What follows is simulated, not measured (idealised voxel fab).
Process module, titled voxel wiring stack
Cross-section cut: width 280 nm, square cells of 5 nm.
Just so we're on the same page, the cross-sections are grids of square cells, and they're listed out in bands top to bottom, each band one or more rows deep.
Read a band's entry like this: the first values are the height of its top and the height of its bottom in nm, and what follows is the sequence of materials from left to right, each with its width in nm. Note that "empty" is empty space, and that a single material marked "all across" reaches across the band from edge to edge.
Measure heights from 0. That's the level where, below it, the as-received wafer is all one material. The lowest band is bottomless and extends downward; write it as in "0 nm and below".
The width entry "30 to 40" should be interpreted row by row: the top row of cells in the band takes the first number, the bottom row takes the second number, and the change between adjacent rows is uniform throughout.
For the purposes of this document, the phrase "remained the same" attached to a step denotes that no cell within the cross-section was modified by that step.
Heads up: "Entrapped void list" only lists the empty pockets with no open path to the top that are 8 cells or more, and it writes them as width x height at distance, distance from the left edge, in nm.
Step line, after settings: the simulator's comment on this step.
overlay nm: on a step with a mask, how far right of its planned place the mask lay; negative means left.
[Listed below are the process steps as planned]
1,RECEIVE (material Si)
2,CONFORMAL_DEP (material SiO2; thk nm 10)
3,CONFORMAL_DEP (material SiN; thk nm 5)
4,DIRECTIONAL_DEP (material lowk; thk nm 25)
5,PATTERN (tone open; mask id METAL_1; material resist; width nm 30; pitch nm 60; thk nm 15; overlay nm 0)
6,DIRECTIONAL_ETCH (etch materials lowk; depth nm 25)
7,DIRECTIONAL_ETCH (etch materials SiN; depth nm 5)
8,STRIP (etch materials resist)
9,CONFORMAL_DEP (material TiN; thk nm 5)
10,FILL_DEP (material W; thk nm 5)
11,CMP (height nm 40)
12,CONFORMAL_DEP (material SiCN; thk nm 5)
13,DIRECTIONAL_DEP (material lowk; thk nm 20)
14,DIRECTIONAL_DEP (material aC; thk nm 15)
15,PATTERN (tone open; mask id PLUG_1; material resist; width nm 15; pitch nm 120; thk nm 30; overlay nm 0)
16,DIRECTIONAL_ETCH (etch materials aC; depth nm 15)
17,STRIP (etch materials resist)
18,DIRECTIONAL_ETCH (etch materials lowk; depth nm 20)
19,DIRECTIONAL_ETCH (etch materials SiCN; depth nm 5)
20,STRIP (etch materials aC)
21,EPI (material Ru; thk nm 10)
22,EPI (material Ru; thk nm 10)
23,EPI (material Ru; thk nm 5)
24,CONFORMAL_DEP (material SiCN; thk nm 5)
25,DIRECTIONAL_DEP (material lowk; thk nm 25)
26,MASKED_ETCH (tone open; mask id METAL_2; width nm 30; pitch nm 60; etch materials lowk; depth nm 25; overlay nm 0)
27,MASKED_ETCH (tone open; mask id METAL_2; width nm 30; pitch nm 60; etch materials SiCN; depth nm 5; overlay nm 0)
28,CONFORMAL_DEP (material TiN; thk nm 5)
29,FILL_DEP (material Cu; thk nm 10)
30,CMP (height nm 95)
31,CONFORMAL_DEP (material SiCN; thk nm 5)
32,DIRECTIONAL_DEP (material SiO2; thk nm 35)
33,DIRECTIONAL_DEP (material aC; thk nm 10)
34,PATTERN (tone open; mask id METAL_3; material resist; width nm 30; pitch nm 60; thk nm 30; overlay nm 0)
35,DIRECTIONAL_ETCH (etch materials aC; depth nm 10)
36,STRIP (etch materials resist)
37,DIRECTIONAL_ETCH (etch materials SiO2; depth nm 20)
38,STRIP (etch materials aC)
39,PATTERN (tone open; mask id METAL_3_HOLES; material resist; width nm 15; pitch nm 120; thk nm 15; overlay nm -15)
40,DIRECTIONAL_ETCH (etch materials SiO2; depth nm 15)
41,DIRECTIONAL_ETCH (etch materials SiCN; depth nm 5)
42,STRIP (etch materials resist)
43,CONFORMAL_DEP (material TiN; thk nm 5)
44,FILL_DEP (material Cu; thk nm 10)
45,CMP (height nm 135)
46,CONFORMAL_DEP (material SiN; thk nm 5)
Don't read the plan's overlay nm for step 39 as applying to every wafer: that's the first wafer's value, and the wafers differ in it, though they all start identical.
[Cross-section of the first of several received wafers, showing its state after step 1]
	0 nm and below = Si all across
	Entrapped void list: none
[wafer rows; end of module; cells per material since receipt: (+) gained, (-) lost; then closed voids]
overlay nm -15; +108 Cu; +30 Ru; +144 SiCN; +94 SiN; +414 SiO2; +138 TiN; +60 W; +580 lowk; Entrapped void list: none
overlay nm -10; +104 Cu; +30 Ru; +142 SiCN; +94 SiN; +414 SiO2; +144 TiN; +60 W; +580 lowk; Entrapped void list: none
overlay nm -5; +100 Cu; +30 Ru; +140 SiCN; +94 SiN; +414 SiO2; +150 TiN; +60 W; +580 lowk; Entrapped void list: none
overlay nm 0; +104 Cu; +30 Ru; +138 SiCN; +94 SiN; +414 SiO2; +148 TiN; +60 W; +580 lowk; Entrapped void list: none
overlay nm 5; +104 Cu; +30 Ru; +138 SiCN; +94 SiN; +414 SiO2; +148 TiN; +60 W; +580 lowk; Entrapped void list: none
overlay nm 10; +104 Cu; +30 Ru; +138 SiCN; +94 SiN; +414 SiO2; +148 TiN; +60 W; +580 lowk; Entrapped void list: none
overlay nm 15; +104 Cu; +30 Ru; +138 SiCN; +94 SiN; +414 SiO2; +148 TiN; +60 W; +580 lowk; Entrapped void list: none
